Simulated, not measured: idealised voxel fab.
Process module name: voxel trench capacitor
The width of the displayed cross-section, cut, is 175 nm; its cells are square, with a size of 5 nm.
Format of a cross-section: grid, square cells. Given as bands. Order: top down. Band: one or more rows of cells. A band entry consists of two parts. The first gives the height of the band's top and the height of its bottom, in nm. The rest lists the band's materials from left to right, each with its width in nm. A single material labelled with the word "all across" fills the band from edge to edge, and the word "blank" marks empty space. Ref level 0: as-received wafer is one material below here. Bottom band extends down with no lower bound ("z 0 and below"). Per-row width for "30->40": begins at first number (top row of band), ends at second number (bottom row), increment between rows held constant. Take "identical to before" at face value: in the step it is given for, the cross-section changed in none of its cells. Any empty space of 8 cells or more lacking an open way to the top shows up in "Sealed internal voids" as width x height at distance, distance from the left edge, in nm. On a step's line, text after the settings is the simulator commenting on that step. The setting "overlay nm" may be written on the line of a step. When the step uses a mask, the value reports how far to the right of the planned place the mask lay, and a negative value reports that it lay to the left.
THESE ARE THE STEPS WE PLANNED FOR THE PROCESS
1. RECEIVE (material Si)
2. CONFORMAL_DEP (material SiN; thk nm 10)
3. DIRECTIONAL_DEP (material aC; thk nm 15)
4. PATTERN (tone open; mask id TRENCH; material resist; width nm 25; pitch nm 40; thk nm 30; overlay nm -15)
5. DIRECTIONAL_ETCH (etch materials aC; depth nm 15)
6. STRIP (etch materials resist)
7. DIRECTIONAL_ETCH (etch materials SiN; depth nm 10)
8. DIRECTIONAL_ETCH (etch materials Si; depth nm 35)
9. STRIP (etch materials aC)
10. CONFORMAL_DEP (material Al2O3; thk nm 5)
11. CONFORMAL_DEP (material TiN; thk nm 5)
12. FILL_DEP (material W; thk nm 10)
13. CMP (height nm 10)
Be aware that, although all wafers share a common starting state, the overlay nm at step 4 differs among them, and the plan displays the first wafer's value.
SECTIONAL VIEW: FIRST OF SEVERAL WAFERS, AS RECEIVED, AFTER STEP 1
- z 0 and below = Si all across
- Sealed internal voids: none
HERE IS HOW TO READ THE ROWS: EVERY WAFER HAS A ROW, AND IT SHOWS THE WAFER AT THE END OF THE MODULE, GIVING FOR EACH MATERIAL HOW MANY CELLS WERE GAINED (+) OR LOST (-) SINCE THE WAFER WAS RECEIVED, THEN LISTING ITS CLOSED VOIDS
overlay nm -15 | +63 Al2O3 | -105 Si | +40 SiN | +51 TiN | +21 W | Sealed internal voids: none
overlay nm -10 | +63 Al2O3 | -105 Si | +40 SiN | +51 TiN | +21 W | Sealed internal voids: none
overlay nm -5 | +63 Al2O3 | -105 Si | +40 SiN | +51 TiN | +21 W | Sealed internal voids: none
overlay nm 0 | +63 Al2O3 | -105 Si | +40 SiN | +51 TiN | +21 W | Sealed internal voids: none
overlay nm 5 | +63 Al2O3 | -105 Si | +40 SiN | +51 TiN | +21 W | Sealed internal voids: none
overlay nm 10 | +63 Al2O3 | -105 Si | +40 SiN | +51 TiN | +21 W | Sealed internal voids: none
overlay nm 15 | +63 Al2O3 | -105 Si | +40 SiN | +51 TiN | +21 W | Sealed internal voids: none
